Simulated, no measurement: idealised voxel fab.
This is a process module. Its name is voxel ribs on slabs.
Displayed cross-section: cut, width of 240 nm, square cells sized 5 nm.
Cross-section = grid of square cells, listed top down in bands; band = one or more rows. This entry defines a band. It first specifies the height of the band's top and the height of its bottom in nm, and then specifies the band's materials from left to right, stating each material with its width in nm. The word "full width" identifies a single material that fills the band from edge to edge, while the word "empty" identifies empty space. It should be noted that heights are counted from 0, beneath which the wafer as supplied is of one material throughout, and that the lowest band possesses no lower boundary but continues downward, as written in "from 0 down". The two numbers in a width such as "30..40" mark its ends across the band: the first belongs to the top row of cells, the second to the bottom row, and from each row to the next the width moves by the same amount. No cell of the cross-section changed in a step that is given as "same as before". "Fully closed voids" enumerates empty spaces isolated from the top, with no open way to it, that contain at least 8 cells, giving each as width x height at distance from the left edge, all three in nm. The remark found on a step's line after its settings is issued by the simulator itself and pertains to that step. On any step carrying a mask, the "overlay nm" setting, if present on the step's line, tells how far right of its planned place the mask lay; negative values point to the left.

The planned process steps are enumerated hereunder:
1. op RECEIVE | material Si
2. op DIRECTIONAL_DEP | material SiO2 | thk nm 30
3. op DIRECTIONAL_DEP | material SiN | thk nm 20
4. op PATTERN | tone cover | mask id RIB | material resist | width nm 20 | thk nm 15 | overlay nm 0
5. op DIRECTIONAL_ETCH | etch materials SiN | depth nm 10
6. op STRIP | etch materials resist
7. op PATTERN | tone cover | mask id SLAB | material resist | width nm 70 | thk nm 15 | overlay nm 0
8. op DIRECTIONAL_ETCH | etch materials SiN | depth nm 10
9. op STRIP | etch materials resist
10. op FILL_DEP | material SiO2 | thk nm 30
11. op CMP | height nm 70
12. op DIRECTIONAL_DEP | material W | thk nm 10
13. op MASKED_ETCH | tone cover | mask id HEATER | width nm 30 | etch materials W | depth nm 10 | overlay nm 0
14. op CONFORMAL_DEP | material SiO2 | thk nm 10

Run as planned: first of two wafers:

As-received wafer cross-section (after step 1):
> from 0 down | Si full width
> Fully closed voids: none

Wafer xsec, post step 2:
> from 30 to 0 | SiO2 full width
> Below 0, the layers are the same as they were.

Wafer xsec, post step 3:
> from 50 to 30 | SiN full width
> Below 30, the layers are the same as they were.

Wafer xsec, post step 4:
> from 65 to 50 | empty=110  resist=20  empty=110
> Below 50, the layers are the same as they were.

Wafer xsec, post step 5:
> from 65 to 50 | empty=110  resist=20  empty=110
> from 50 to 40 | empty=110  SiN=20  empty=110
> Below 40, the layers are the same as they were.

Wafer xsec, post step 6:
> from 50 to 40 | empty=110  SiN=20  empty=110
> Below 40, the layers are the same as they were.

Wafer xsec, post step 7:
> from 65 to 50 | empty=85  resist=70  empty=85
> from 50 to 40 | empty=85  resist=25  SiN=20  resist=25  empty=85
> Below 40, the layers are the same as they were.

Wafer xsec, post step 8:
> from 65 to 50 | empty=85  resist=70  empty=85
> from 50 to 40 | empty=85  resist=25  SiN=20  resist=25  empty=85
> from 40 to 30 | empty=85  SiN=70  empty=85
> Below 30, the layers are the same as they were.

Wafer xsec, post step 9:
> from 50 to 40 | empty=110  SiN=20  empty=110
> Below 40, the layers are the same as they were.

Wafer xsec, post step 10:
> from 80 to 50 | SiO2 full width
> from 50 to 40 | SiO2=110  SiN=20  SiO2=110
> from 40 to 30 | SiO2=85  SiN=70  SiO2=85
> Below 30, the layers are the same as they were.

Wafer xsec, post step 11:
> from 70 to 50 | SiO2 full width
> Below 50, the layers are the same as they were.

Wafer xsec, post step 12:
> from 80 to 70 | W full width
> Below 70, the layers are the same as they were.

Wafer xsec, post step 13:
> from 80 to 70 | empty=105  W=30  empty=105
> Below 70, the layers are the same as they were.

Wafer xsec, post step 14:
> from 90 to 80 | empty=95  SiO2=50  empty=95
> from 80 to 70 | SiO2=105  W=30  SiO2=105
> Below 70, the layers are the same as they were.

Here the second wafer is described. Its start and its plan were those of the first wafer. Its run contained one mistake. Up to and including step 3, it did exactly what the first wafer did:

Second wafer, cross-section, planned end of step 4:
> from 65 to 50 | resist=110  empty=20  resist=110
> Below 50, the layers are the same as they were.

Second wafer, cross-section, planned end of step 5:
> from 65 to 50 | resist=110  empty=20  resist=110
> from 50 to 40 | SiN=110  empty=20  SiN=110
> Below 40, the layers are the same as they were.

Second wafer, cross-section, planned end of step 6:
> from 50 to 40 | SiN=110  empty=20  SiN=110
> Below 40, the layers are the same as they were.

Second wafer, cross-section, planned end of step 7:
> from 65 to 50 | empty=85  resist=70  empty=85
> from 50 to 40 | SiN=110  resist=20  SiN=110
> Below 40, the layers are the same as they were.

Second wafer, cross-section, planned end of step 8:
> from 65 to 50 | empty=85  resist=70  empty=85
> from 50 to 40 | empty=85  SiN=25  resist=20  SiN=25  empty=85
> Below 40, the layers are the same as they were.

Second wafer, cross-section, planned end of step 9:
> from 50 to 40 | empty=85  SiN=25  empty=20  SiN=25  empty=85
> Below 40, the layers are the same as they were.

Second wafer, cross-section, planned end of step 10:
> from 80 to 50 | SiO2 full width
> from 50 to 40 | SiO2=85  SiN=25  SiO2=20  SiN=25  SiO2=85
> Below 40, the layers are the same as they were.

Second wafer, cross-section, planned end of step 11:
> from 70 to 50 | SiO2 full width
> Below 50, the layers are the same as they were.

Second wafer, cross-section, planned end of step 12:
> from 80 to 70 | W full width
> Below 70, the layers are the same as they were.

Second wafer, cross-section, planned end of step 13:
> from 80 to 70 | empty=105  W=30  empty=105
> Below 70, the layers are the same as they were.

Second wafer, cross-section, planned end of step 14:
> from 90 to 80 | empty=95  SiO2=50  empty=95
> from 80 to 70 | SiO2=105  W=30  SiO2=105
> Below 70, the layers are the same as they were.
Misprocessing identified: step 4 did not use the planned setting and instead ran as op PATTERN | tone open | mask id RIB | material resist | width nm 20 | thk nm 15 | overlay nm 0
Once processing is complete, comparing cell counts shows that the second wafer has more or fewer of certain materials than the first: 80 more of SiN; 80 fewer of SiO2
